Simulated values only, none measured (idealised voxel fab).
process module | voxel fin reveal
cross-section cut | 270 nm wide | cells 5 nm
A cross-section is a grid of square cells, given in bands from the top down. A band is one or more rows of cells.
Each band's line starts with the height of the band's top and of its bottom, in nm. Then come its materials from left to right, each with its width in nm. One material with "throughout" fills the band from edge to edge. "air" is empty space.
Height 0 is the level under which the wafer as received is all one material. The lowest band goes on downwards, as in "0 down".
A width such as "30 to 40" changes by the same amount from each row of cells to the next, from the band's top row to its bottom row.
"no change" after a step means that no cell of the cross-section changed.
closed voids: empty space of 8 cells or more with no open way to the top, each as width x height at its distance from the left edge, in nm
after a step's settings: what the simulator itself notes on the step
overlay nm, on a step with a mask: how far to the right of its planned place the mask lay; to the left if negative
Each pair below shows a cross-section before one step and the cross-section after it, down to the lowest band that changed. The line under each pair gives the step between them, with its settings. The pairs can come from different runs of this module on the same starting wafer, so a pair continues from the pair above only where its "before" says so.
before
  0 down: Si throughout
  closed voids: none
after
  5 to 0: SiN throughout
  below 0: unchanged
  closed voids: none
the step between: op CONFORMAL_DEP | material SiN | thk nm 5
before: the cross-section after the pair above
after
  20 to 5: air 65 | resist 15 | air 25 | resist 15 | air 25 | resist 15 | air 25 | resist 15 | air 70
  below 5: unchanged
  closed voids: none
the step between: op PATTERN | tone cover | mask id FINS | material resist | width nm 15 | pitch nm 40 | thk nm 15 | overlay nm 0
before: the cross-section after the pair above
after
  20 to 5: air 65 | resist 15 | air 25 | resist 15 | air 25 | resist 15 | air 25 | resist 15 | air 70
  5 to 0: air 65 | SiN 15 | air 25 | SiN 15 | air 25 | SiN 15 | air 25 | SiN 15 | air 70
  below 0: unchanged
  closed voids: none
the step between: op DIRECTIONAL_ETCH | etch materials SiN | depth nm 5
before: the cross-section after the pair above
after
  20 to 5: air 65 | resist 15 | air 25 | resist 15 | air 25 | resist 15 | air 25 | resist 15 | air 70
  5 to 0: air 65 | SiN 15 | air 25 | SiN 15 | air 25 | SiN 15 | air 25 | SiN 15 | air 70
  0 to -40: air 65 | Si 15 | air 25 | Si 15 | air 25 | Si 15 | air 25 | Si 15 | air 70
  below -40: unchanged
  closed voids: none
the step between: op DIRECTIONAL_ETCH | etch materials Si | depth nm 40
before: the cross-section after the pair above
after
  5 to 0: air 65 | SiN 15 | air 25 | SiN 15 | air 25 | SiN 15 | air 25 | SiN 15 | air 70
  below 0: unchanged
  closed voids: none
the step between: op STRIP | etch materials resist
before: the cross-section after the pair above
after
  5 to 0: air 65 | SiN 15 | air 25 | SiN 15 | air 25 | SiN 15 | air 25 | SiN 15 | air 70
  0 to -40: air 65 | SiO2 5 | Si 5 | SiO2 5 | air 25 | SiO2 5 | Si 5 | SiO2 5 | air 25 | SiO2 5 | Si 5 | SiO2 5 | air 25 | SiO2 5 | Si 5 | SiO2 5 | air 70
  -40 to -45: SiO2 70 | Si 5 | SiO2 35 | Si 5 | SiO2 35 | Si 5 | SiO2 35 | Si 5 | SiO2 75
  below -45: unchanged
  closed voids: none
the step between: op OXIDIZE | depth nm 5
before: the cross-section after the pair above
after
  15 to 5: SiO2 throughout
  5 to 0: SiO2 65 | SiN 15 | SiO2 25 | SiN 15 | SiO2 25 | SiN 15 | SiO2 25 | SiN 15 | SiO2 70
  0 to -45: SiO2 70 | Si 5 | SiO2 35 | Si 5 | SiO2 35 | Si 5 | SiO2 35 | Si 5 | SiO2 75
  below -45: unchanged
  closed voids: none
the step between: op FILL_DEP | material SiO2 | thk nm 10
before: the cross-section after the pair above
after
  5 to 0: SiO2 65 | SiN 15 | SiO2 25 | SiN 15 | SiO2 25 | SiN 15 | SiO2 25 | SiN 15 | SiO2 70
  below 0: unchanged
  closed voids: none
the step between: op CMP | height nm 5
before: the cross-section after the pair above
after
  5 to 0: air 65 | SiN 15 | air 25 | SiN 15 | air 25 | SiN 15 | air 25 | SiN 15 | air 70
  0 to -25: air 70 | Si 5 | air 35 | Si 5 | air 35 | Si 5 | air 35 | Si 5 | air 75
  below -25: unchanged
  closed voids: none
the step between: op SELECTIVE_ETCH | etch materials SiO2 | depth nm 30
before: the cross-section after the pair above
after
  0 to -25: air 70 | Si 5 | air 35 | Si 5 | air 35 | Si 5 | air 35 | Si 5 | air 75
  below -25: unchanged
  closed voids: none
the step between: op STRIP | etch materials SiN
before
  5 to 0: air 65 | SiN 15 | air 25 | SiN 15 | air 25 | SiN 15 | air 25 | SiN 15 | air 70
  0 to -25: air 70 | Si 5 | air 35 | Si 5 | air 35 | Si 5 | air 35 | Si 5 | air 75
  -25 to -45: SiO2 70 | Si 5 | SiO2 35 | Si 5 | SiO2 35 | Si 5 | SiO2 35 | Si 5 | SiO2 75
  -45 down: Si throughout
  closed voids: none
after
  5 to 0: air 65 | SiN 15 | air 25 | SiN 15 | air 25 | SiN 15 | air 25 | SiN 15 | air 70
  0 to -45: air 70 | Si 5 | air 35 | Si 5 | air 35 | Si 5 | air 35 | Si 5 | air 75
  below -45: unchanged
  closed voids: none
the step between: op SELECTIVE_ETCH | etch materials SiO2 | depth nm 30
before: the cross-section after the pair above
after
  0 to -45: air 70 | Si 5 | air 35 | Si 5 | air 35 | Si 5 | air 35 | Si 5 | air 75
  below -45: unchanged
  closed voids: none
the step between: op STRIP | etch materials SiN
before
  5 to 0: SiO2 65 | SiN 15 | SiO2 25 | SiN 15 | SiO2 25 | SiN 15 | SiO2 25 | SiN 15 | SiO2 70
  0 to -45: SiO2 70 | Si 5 | SiO2 35 | Si 5 | SiO2 35 | Si 5 | SiO2 35 | Si 5 | SiO2 75
  -45 down: Si throughout
  closed voids: none
after
  5 to 0: SiO2 65 | air 15 | SiO2 25 | air 15 | SiO2 25 | air 15 | SiO2 25 | air 15 | SiO2 70
  below 0: unchanged
  closed voids: none
the step between: op STRIP | etch materials SiN
before: the cross-section after the pair above
after
  0 to -25: air 70 | Si 5 | air 35 | Si 5 | air 35 | Si 5 | air 35 | Si 5 | air 75
  -25 to -30: SiO2 35 | air 35 | Si 5 | air 35 | Si 5 | air 35 | Si 5 | air 35 | Si 5 | air 35 | SiO2 40
  below -30: unchanged
  closed voids: none
the step between: op SELECTIVE_ETCH | etch materials SiO2 | depth nm 30
before
  20 to 5: air 65 | resist 15 | air 25 | resist 15 | air 25 | resist 15 | air 25 | resist 15 | air 70
  5 to 0: air 65 | SiN 15 | air 25 | SiN 15 | air 25 | SiN 15 | air 25 | SiN 15 | air 70
  0 down: Si throughout
  closed voids: none
after
  20 to 5: air 65 | resist 15 | air 25 | resist 15 | air 25 | resist 15 | air 25 | resist 15 | air 70
  5 to 0: air 65 | SiN 15 | air 25 | SiN 15 | air 25 | SiN 15 | air 25 | SiN 15 | air 70
  0 to -50: air 65 | Si 15 | air 25 | Si 15 | air 25 | Si 15 | air 25 | Si 15 | air 70
  below -50: unchanged
  closed voids: none
the step between: op DIRECTIONAL_ETCH | etch materials Si | depth nm 50
before: the cross-section after the pair above
after
  5 to 0: air 65 | SiN 15 | air 25 | SiN 15 | air 25 | SiN 15 | air 25 | SiN 15 | air 70
  below 0: unchanged
  closed voids: none
the step between: op STRIP | etch materials resist
before: the cross-section after the pair above
after
  5 to 0: air 65 | SiN 15 | air 25 | SiN 15 | air 25 | SiN 15 | air 25 | SiN 15 | air 70
  0 to -50: air 65 | SiO2 5 | Si 5 | SiO2 5 | air 25 | SiO2 5 | Si 5 | SiO2 5 | air 25 | SiO2 5 | Si 5 | SiO2 5 | air 25 | SiO2 5 | Si 5 | SiO2 5 | air 70
  -50 to -55: SiO2 70 | Si 5 | SiO2 35 | Si 5 | SiO2 35 | Si 5 | SiO2 35 | Si 5 | SiO2 75
  below -55: unchanged
  closed voids: none
the step between: op OXIDIZE | depth nm 5
before: the cross-section after the pair above
after
  15 to 5: SiO2 throughout
  5 to 0: SiO2 65 | SiN 15 | SiO2 25 | SiN 15 | SiO2 25 | SiN 15 | SiO2 25 | SiN 15 | SiO2 70
  0 to -55: SiO2 70 | Si 5 | SiO2 35 | Si 5 | SiO2 35 | Si 5 | SiO2 35 | Si 5 | SiO2 75
  below -55: unchanged
  closed voids: none
the step between: op FILL_DEP | material SiO2 | thk nm 10
before: the cross-section after the pair above
after
  5 to 0: SiO2 65 | SiN 15 | SiO2 25 | SiN 15 | SiO2 25 | SiN 15 | SiO2 25 | SiN 15 | SiO2 70
  below 0: unchanged
  closed voids: none
the step between: op CMP | height nm 5
before: the cross-section after the pair above
after
  5 to 0: air 65 | SiN 15 | air 25 | SiN 15 | air 25 | SiN 15 | air 25 | SiN 15 | air 70
  0 to -25: air 70 | Si 5 | air 35 | Si 5 | air 35 | Si 5 | air 35 | Si 5 | air 75
  below -25: unchanged
  closed voids: none
the step between: op SELECTIVE_ETCH | etch materials SiO2 | depth nm 30
before: the cross-section after the pair above
after
  0 to -25: air 70 | Si 5 | air 35 | Si 5 | air 35 | Si 5 | air 35 | Si 5 | air 75
  below -25: unchanged
  closed voids: none
the step between: op STRIP | etch materials SiN
before
  5 to 0: SiN throughout
  0 down: Si throughout
  closed voids: none
after
  20 to 5: air 60 | resist 25 | air 15 | resist 25 | air 15 | resist 25 | air 15 | resist 25 | air 65
  below 5: unchanged
  closed voids: none
the step between: op PATTERN | tone cover | mask id FINS | material resist | width nm 25 | pitch nm 40 | thk nm 15 | overlay nm 0
before: the cross-section after the pair above
after
  20 to 5: air 60 | resist 25 | air 15 | resist 25 | air 15 | resist 25 | air 15 | resist 25 | air 65
  5 to 0: air 60 | SiN 25 | air 15 | SiN 25 | air 15 | SiN 25 | air 15 | SiN 25 | air 65
  below 0: unchanged
  closed voids: none
the step between: op DIRECTIONAL_ETCH | etch materials SiN | depth nm 5
before: the cross-section after the pair above
after
  20 to 5: air 60 | resist 25 | air 15 | resist 25 | air 15 | resist 25 | air 15 | resist 25 | air 65
  5 to 0: air 60 | SiN 25 | air 15 | SiN 25 | air 15 | SiN 25 | air 15 | SiN 25 | air 65
  0 to -40: air 60 | Si 25 | air 15 | Si 25 | air 15 | Si 25 | air 15 | Si 25 | air 65
  below -40: unchanged
  closed voids: none
the step between: op DIRECTIONAL_ETCH | etch materials Si | depth nm 40
before: the cross-section after the pair above
after
  5 to 0: air 60 | SiN 25 | air 15 | SiN 25 | air 15 | SiN 25 | air 15 | SiN 25 | air 65
  below 0: unchanged
  closed voids: none
the step between: op STRIP | etch materials resist
before: the cross-section after the pair above
after
  5 to 0: air 60 | SiN 25 | air 15 | SiN 25 | air 15 | SiN 25 | air 15 | SiN 25 | air 65
  0 to -40: air 60 | SiO2 5 | Si 15 | SiO2 5 | air 15 | SiO2 5 | Si 15 | SiO2 5 | air 15 | SiO2 5 | Si 15 | SiO2 5 | air 15 | SiO2 5 | Si 15 | SiO2 5 | air 65
  -40 to -45: SiO2 65 | Si 15 | SiO2 25 | Si 15 | SiO2 25 | Si 15 | SiO2 25 | Si 15 | SiO2 70
  below -45: unchanged
  closed voids: none
the step between: op OXIDIZE | depth nm 5
before: the cross-section after the pair above
after
  15 to 5: SiO2 throughout
  5 to 0: SiO2 60 | SiN 25 | SiO2 15 | SiN 25 | SiO2 15 | SiN 25 | SiO2 15 | SiN 25 | SiO2 65
  0 to -45: SiO2 65 | Si 15 | SiO2 25 | Si 15 | SiO2 25 | Si 15 | SiO2 25 | Si 15 | SiO2 70
  below -45: unchanged
  closed voids: none
the step between: op FILL_DEP | material SiO2 | thk nm 10
before: the cross-section after the pair above
after
  5 to 0: SiO2 60 | SiN 25 | SiO2 15 | SiN 25 | SiO2 15 | SiN 25 | SiO2 15 | SiN 25 | SiO2 65
  below 0: unchanged
  closed voids: none
the step between: op CMP | height nm 5
before: the cross-section after the pair above
after
  5 to 0: air 60 | SiN 25 | air 15 | SiN 25 | air 15 | SiN 25 | air 15 | SiN 25 | air 65
  0 to -25: air 65 | Si 15 | air 25 | Si 15 | air 25 | Si 15 | air 25 | Si 15 | air 70
  below -25: unchanged
  closed voids: none
the step between: op SELECTIVE_ETCH | etch materials SiO2 | depth nm 30
before: the cross-section after the pair above
after
  0 to -25: air 65 | Si 15 | air 25 | Si 15 | air 25 | Si 15 | air 25 | Si 15 | air 70
  below -25: unchanged
  closed voids: none
the step between: op STRIP | etch materials SiN
before
  5 to 0: SiN throughout
  0 down: Si throughout
  closed voids: none
after
  20 to 5: air 60 | resist 15 | air 25 | resist 15 | air 25 | resist 15 | air 25 | resist 15 | air 75
  below 5: unchanged
  closed voids: none
the step between: op PATTERN | tone cover | mask id FINS | material resist | width nm 15 | pitch nm 40 | thk nm 15 | overlay nm -5
before: the cross-section after the pair above
after
  20 to 5: air 60 | resist 15 | air 25 | resist 15 | air 25 | resist 15 | air 25 | resist 15 | air 75
  5 to 0: air 60 | SiN 15 | air 25 | SiN 15 | air 25 | SiN 15 | air 25 | SiN 15 | air 75
  below 0: unchanged
  closed voids: none
the step between: op DIRECTIONAL_ETCH | etch materials SiN | depth nm 5
before: the cross-section after the pair above
after
  20 to 5: air 60 | resist 15 | air 25 | resist 15 | air 25 | resist 15 | air 25 | resist 15 | air 75
  5 to 0: air 60 | SiN 15 | air 25 | SiN 15 | air 25 | SiN 15 | air 25 | SiN 15 | air 75
  0 to -40: air 60 | Si 15 | air 25 | Si 15 | air 25 | Si 15 | air 25 | Si 15 | air 75
  below -40: unchanged
  closed voids: none
the step between: op DIRECTIONAL_ETCH | etch materials Si | depth nm 40
before: the cross-section after the pair above
after
  5 to 0: air 60 | SiN 15 | air 25 | SiN 15 | air 25 | SiN 15 | air 25 | SiN 15 | air 75
  below 0: unchanged
  closed voids: none
the step between: op STRIP | etch materials resist
before: the cross-section after the pair above
after
  5 to 0: air 60 | SiN 15 | air 25 | SiN 15 | air 25 | SiN 15 | air 25 | SiN 15 | air 75
  0 to -40: air 60 | SiO2 5 | Si 5 | SiO2 5 | air 25 | SiO2 5 | Si 5 | SiO2 5 | air 25 | SiO2 5 | Si 5 | SiO2 5 | air 25 | SiO2 5 | Si 5 | SiO2 5 | air 75
  -40 to -45: SiO2 65 | Si 5 | SiO2 35 | Si 5 | SiO2 35 | Si 5 | SiO2 35 | Si 5 | SiO2 80
  below -45: unchanged
  closed voids: none
the step between: op OXIDIZE | depth nm 5
before: the cross-section after the pair above
after
  15 to 5: SiO2 throughout
  5 to 0: SiO2 60 | SiN 15 | SiO2 25 | SiN 15 | SiO2 25 | SiN 15 | SiO2 25 | SiN 15 | SiO2 75
  0 to -45: SiO2 65 | Si 5 | SiO2 35 | Si 5 | SiO2 35 | Si 5 | SiO2 35 | Si 5 | SiO2 80
  below -45: unchanged
  closed voids: none
the step between: op FILL_DEP | material SiO2 | thk nm 10
before: the cross-section after the pair above
after
  5 to 0: SiO2 60 | SiN 15 | SiO2 25 | SiN 15 | SiO2 25 | SiN 15 | SiO2 25 | SiN 15 | SiO2 75
  below 0: unchanged
  closed voids: none
the step between: op CMP | height nm 5
before: the cross-section after the pair above
after
  5 to 0: air 60 | SiN 15 | air 25 | SiN 15 | air 25 | SiN 15 | air 25 | SiN 15 | air 75
  0 to -25: air 65 | Si 5 | air 35 | Si 5 | air 35 | Si 5 | air 35 | Si 5 | air 80
  below -25: unchanged
  closed voids: none
the step between: op SELECTIVE_ETCH | etch materials SiO2 | depth nm 30
before: the cross-section after the pair above
after
  0 to -25: air 65 | Si 5 | air 35 | Si 5 | air 35 | Si 5 | air 35 | Si 5 | air 80
  below -25: unchanged
  closed voids: none
the step between: op STRIP | etch materials SiN
before
  5 to 0: air 65 | SiN 15 | air 25 | SiN 15 | air 25 | SiN 15 | air 25 | SiN 15 | air 70
  0 to -40: air 65 | SiO2 5 | Si 5 | SiO2 5 | air 25 | SiO2 5 | Si 5 | SiO2 5 | air 25 | SiO2 5 | Si 5 | SiO2 5 | air 25 | SiO2 5 | Si 5 | SiO2 5 | air 70
  -40 to -45: SiO2 70 | Si 5 | SiO2 35 | Si 5 | SiO2 35 | Si 5 | SiO2 35 | Si 5 | SiO2 75
  -45 down: Si throughout
  closed voids: none
after
  15 to 0: SiN throughout
  0 to -40: SiN 65 | SiO2 5 | Si 5 | SiO2 5 | SiN 25 | SiO2 5 | Si 5 | SiO2 5 | SiN 25 | SiO2 5 | Si 5 | SiO2 5 | SiN 25 | SiO2 5 | Si 5 | SiO2 5 | SiN 70
  below -40: unchanged
  closed voids: none
the step between: op FILL_DEP | material SiN | thk nm 10
before: the cross-section after the pair above
after
  5 to 0: SiN throughout
  below 0: unchanged
  closed voids: none
the step between: op CMP | height nm 5
before: the cross-section after the pair above
after
  0 to -40: air 65 | SiO2 5 | Si 5 | SiO2 5 | air 25 | SiO2 5 | Si 5 | SiO2 5 | air 25 | SiO2 5 | Si 5 | SiO2 5 | air 25 | SiO2 5 | Si 5 | SiO2 5 | air 70
  below -40: unchanged
  closed voids: none
the step between: op STRIP | etch materials SiN
before
  5 to 0: SiN throughout
  0 down: Si throughout
  closed voids: none
after
  20 to 5: resist 65 | air 15 | resist 25 | air 15 | resist 25 | air 15 | resist 25 | air 15 | resist 70
  below 5: unchanged
  closed voids: none
the step between: op PATTERN | tone open | mask id FINS | material resist | width nm 15 | pitch nm 40 | thk nm 15 | overlay nm 0
before: the cross-section after the pair above
after
  20 to 5: resist 65 | air 15 | resist 25 | air 15 | resist 25 | air 15 | resist 25 | air 15 | resist 70
  5 to 0: SiN 65 | air 15 | SiN 25 | air 15 | SiN 25 | air 15 | SiN 25 | air 15 | SiN 70
  below 0: unchanged
  closed voids: none
the step between: op DIRECTIONAL_ETCH | etch materials SiN | depth nm 5
before: the cross-section after the pair above
after
  20 to 5: resist 65 | air 15 | resist 25 | air 15 | resist 25 | air 15 | resist 25 | air 15 | resist 70
  5 to 0: SiN 65 | air 15 | SiN 25 | air 15 | SiN 25 | air 15 | SiN 25 | air 15 | SiN 70
  0 to -40: Si 65 | air 15 | Si 25 | air 15 | Si 25 | air 15 | Si 25 | air 15 | Si 70
  below -40: unchanged
  closed voids: none
the step between: op DIRECTIONAL_ETCH | etch materials Si | depth nm 40
before: the cross-section after the pair above
after
  5 to 0: SiN 65 | air 15 | SiN 25 | air 15 | SiN 25 | air 15 | SiN 25 | air 15 | SiN 70
  below 0: unchanged
  closed voids: none
the step between: op STRIP | etch materials resist
before: the cross-section after the pair above
after
  5 to 0: SiN 65 | air 15 | SiN 25 | air 15 | SiN 25 | air 15 | SiN 25 | air 15 | SiN 70
  0 to -40: Si 60 | SiO2 5 | air 15 | SiO2 5 | Si 15 | SiO2 5 | air 15 | SiO2 5 | Si 15 | SiO2 5 | air 15 | SiO2 5 | Si 15 | SiO2 5 | air 15 | SiO2 5 | Si 65
  -40 to -45: Si 60 | SiO2 25 | Si 15 | SiO2 25 | Si 15 | SiO2 25 | Si 15 | SiO2 25 | Si 65
  below -45: unchanged
  closed voids: none
the step between: op OXIDIZE | depth nm 5
before: the cross-section after the pair above
after
  15 to 5: SiO2 throughout
  5 to 0: SiN 65 | SiO2 15 | SiN 25 | SiO2 15 | SiN 25 | SiO2 15 | SiN 25 | SiO2 15 | SiN 70
  0 to -45: Si 60 | SiO2 25 | Si 15 | SiO2 25 | Si 15 | SiO2 25 | Si 15 | SiO2 25 | Si 65
  below -45: unchanged
  closed voids: none
the step between: op FILL_DEP | material SiO2 | thk nm 10
before: the cross-section after the pair above
after
  5 to 0: SiN 65 | SiO2 15 | SiN 25 | SiO2 15 | SiN 25 | SiO2 15 | SiN 25 | SiO2 15 | SiN 70
  below 0: unchanged
  closed voids: none
the step between: op CMP | height nm 5
before: the cross-section after the pair above
after
  5 to 0: SiN 65 | air 15 | SiN 25 | air 15 | SiN 25 | air 15 | SiN 25 | air 15 | SiN 70
  0 to -25: Si 60 | air 25 | Si 15 | air 25 | Si 15 | air 25 | Si 15 | air 25 | Si 65
  below -25: unchanged
  closed voids: none
the step between: op SELECTIVE_ETCH | etch materials SiO2 | depth nm 30
before: the cross-section after the pair above
after
  0 to -25: Si 60 | air 25 | Si 15 | air 25 | Si 15 | air 25 | Si 15 | air 25 | Si 65
  below -25: unchanged
  closed voids: none
the step between: op STRIP | etch materials SiN
